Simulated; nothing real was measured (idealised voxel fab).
Documented hereafter: the process module known as voxel transistor to metal.
Section shown: cut. Width: 295 nm. Cell size: 5 nm, square.
In what follows, cross-sections appear as grids of square cells, described through bands that run from the top down, where every band is one or more rows of cells.
Look at the band entry: it leads with the top's height and the bottom's height in nm. Then it lists the materials left to right, with a width in nm for each. The word "edge to edge" on a single material says that material fills the band edge to edge. The word "air" is empty space.
Beneath 0, the wafer as received is one material, and that level is where height counting begins. The lowest band goes on downward without a bottom; it is written like "0..down".
A two-number width, for instance "30..40", indicates that the width is equal to the first number in the top row of the band and to the second number in the bottom row, and that it changes by a constant amount per row of cells.
Basically "remains unaltered" means that step didn't change any cell in the cross-section.
The entry titled "Unvented voids" provides the empty spaces that have no open way to the top, restricted to those of 8 cells or more. Each is presented as width x height at distance, the distance being measured from the left edge, with all three in nm.
Read whatever lies past the settings on a step's line as the simulator's own remark about the step.
What "overlay nm" on a step's line means: if the step has a mask, that mask lay this far to the right of its planned place, or, when the value is negative, to the left.
**The following list gives the planned process steps**
1) RECEIVE with material Si
2) CONFORMAL_DEP with material SiO2, thk nm 5
3) CONFORMAL_DEP with material SiN, thk nm 15
4) PATTERN with tone cover, mask id ACTIVE, material resist, width nm 105, pitch nm 130, thk nm 20, overlay nm -15
5) DIRECTIONAL_ETCH with etch materials SiN, depth nm 15
6) DIRECTIONAL_ETCH with etch materials SiO2, depth nm 5
7) DIRECTIONAL_ETCH with etch materials Si, depth nm 30
8) STRIP with etch materials resist
9) OXIDIZE with depth nm 5
10) FILL_DEP with material SiO2, thk nm 15
11) CMP with height nm 20
12) SELECTIVE_ETCH with etch materials SiO2, depth nm 15
13) STRIP with etch materials SiN
14) SELECTIVE_ETCH with etch materials SiO2, depth nm 5
15) OXIDIZE with depth nm 5
16) DIRECTIONAL_DEP with material polySi, thk nm 25
17) DIRECTIONAL_DEP with material SiCN, thk nm 15
18) DIRECTIONAL_DEP with material aC, thk nm 10
19) PATTERN with tone cover, mask id GATE, material resist, width nm 25, pitch nm 130, thk nm 25, overlay nm 0
20) DIRECTIONAL_ETCH with etch materials aC, depth nm 10
21) STRIP with etch materials resist
22) DIRECTIONAL_ETCH with etch materials SiCN, depth nm 25
23) DIRECTIONAL_ETCH with etch materials polySi, depth nm 35
24) STRIP with etch materials aC
25) CONFORMAL_DEP with material SiN, thk nm 5
26) DIRECTIONAL_ETCH with etch materials SiN, depth nm 5
27) DIRECTIONAL_ETCH with etch materials SiO2, depth nm 5
28) DIRECTIONAL_ETCH with etch materials Si, depth nm 10
29) EPI with material nSi, thk nm 15
30) FILL_DEP with material SiO2, thk nm 5
31) CMP with height nm 40
32) DIRECTIONAL_DEP with material SiO2, thk nm 10
33) PATTERN with tone open, mask id CONTACT, material resist, width nm 30, pitch nm 65, thk nm 15, overlay nm 0
34) DIRECTIONAL_ETCH with etch materials SiO2, depth nm 50
35) STRIP with etch materials resist
36) CONFORMAL_DEP with material TiN, thk nm 5
37) FILL_DEP with material W, thk nm 5
38) CMP with height nm 50
39) DIRECTIONAL_DEP with material TiN, thk nm 5
40) DIRECTIONAL_DEP with material Ru, thk nm 15
41) MASKED_ETCH with tone cover, mask id METAL_1, width nm 15, etch materials Ru, depth nm 15, overlay nm 0
42) MASKED_ETCH with tone cover, mask id METAL_1, width nm 15, etch materials TiN, depth nm 5, overlay nm 0
43) CONFORMAL_DEP with material SiN, thk nm 5
44) FILL_DEP with material SiO2, thk nm 5
45) CMP with height nm 70
46) CONFORMAL_DEP with material SiCN, thk nm 5
47) DIRECTIONAL_DEP with material SiO2, thk nm 25
48) DIRECTIONAL_DEP with material aC, thk nm 10
49) PATTERN with tone open, mask id METAL_2, material resist, width nm 15, pitch nm 130, thk nm 30, overlay nm 0
50) DIRECTIONAL_ETCH with etch materials aC, depth nm 10
51) STRIP with etch materials resist
52) DIRECTIONAL_ETCH with etch materials SiO2, depth nm 15
53) STRIP with etch materials aC
54) MASKED_ETCH with tone open, mask id METAL_2_HOLES, width nm 15, pitch nm 130, etch materials SiO2, depth nm 10, overlay nm 0
55) MASKED_ETCH with tone open, mask id METAL_2_HOLES, width nm 15, pitch nm 130, etch materials SiCN, depth nm 5, overlay nm 0
56) CONFORMAL_DEP with material TiN, thk nm 5
57) FILL_DEP with material Ru, thk nm 10
58) CMP with height nm 100
59) CONFORMAL_DEP with material SiN, thk nm 5
Among the wafers covered here, the point of difference is the overlay nm at step 4; their starting state is shared, and the plan presents the value of the first wafer.
**Cross-section: the first of several wafers in its as-received state, i.e. following step 1**
	0..down | Si edge to edge
	Unvented voids: none
**Here is how to read the rows: every wafer has a row, and it shows the wafer at the end of the module, giving for each material how many cells were gained (+) or lost (-) since the wafer was received, then listing its closed voids**
overlay nm -15; +46 Ru; -233 Si; +83 SiCN; +162 SiN; +777 SiO2; +134 TiN; +120 W; +100 nSi; +50 polySi; Unvented voids: none
overlay nm -10; +46 Ru; -233 Si; +83 SiCN; +162 SiN; +777 SiO2; +134 TiN; +120 W; +100 nSi; +50 polySi; Unvented voids: none
overlay nm -5; +46 Ru; -233 Si; +83 SiCN; +162 SiN; +777 SiO2; +134 TiN; +120 W; +100 nSi; +50 polySi; Unvented voids: none
overlay nm 0; +46 Ru; -233 Si; +83 SiCN; +162 SiN; +777 SiO2; +134 TiN; +120 W; +100 nSi; +50 polySi; Unvented voids: none
overlay nm 5; +46 Ru; -233 Si; +83 SiCN; +162 SiN; +777 SiO2; +134 TiN; +120 W; +100 nSi; +50 polySi; Unvented voids: none
overlay nm 10; +46 Ru; -233 Si; +83 SiCN; +162 SiN; +777 SiO2; +134 TiN; +120 W; +100 nSi; +50 polySi; Unvented voids: none
overlay nm 15; +46 Ru; -233 Si; +83 SiCN; +162 SiN; +777 SiO2; +134 TiN; +120 W; +100 nSi; +50 polySi; Unvented voids: none
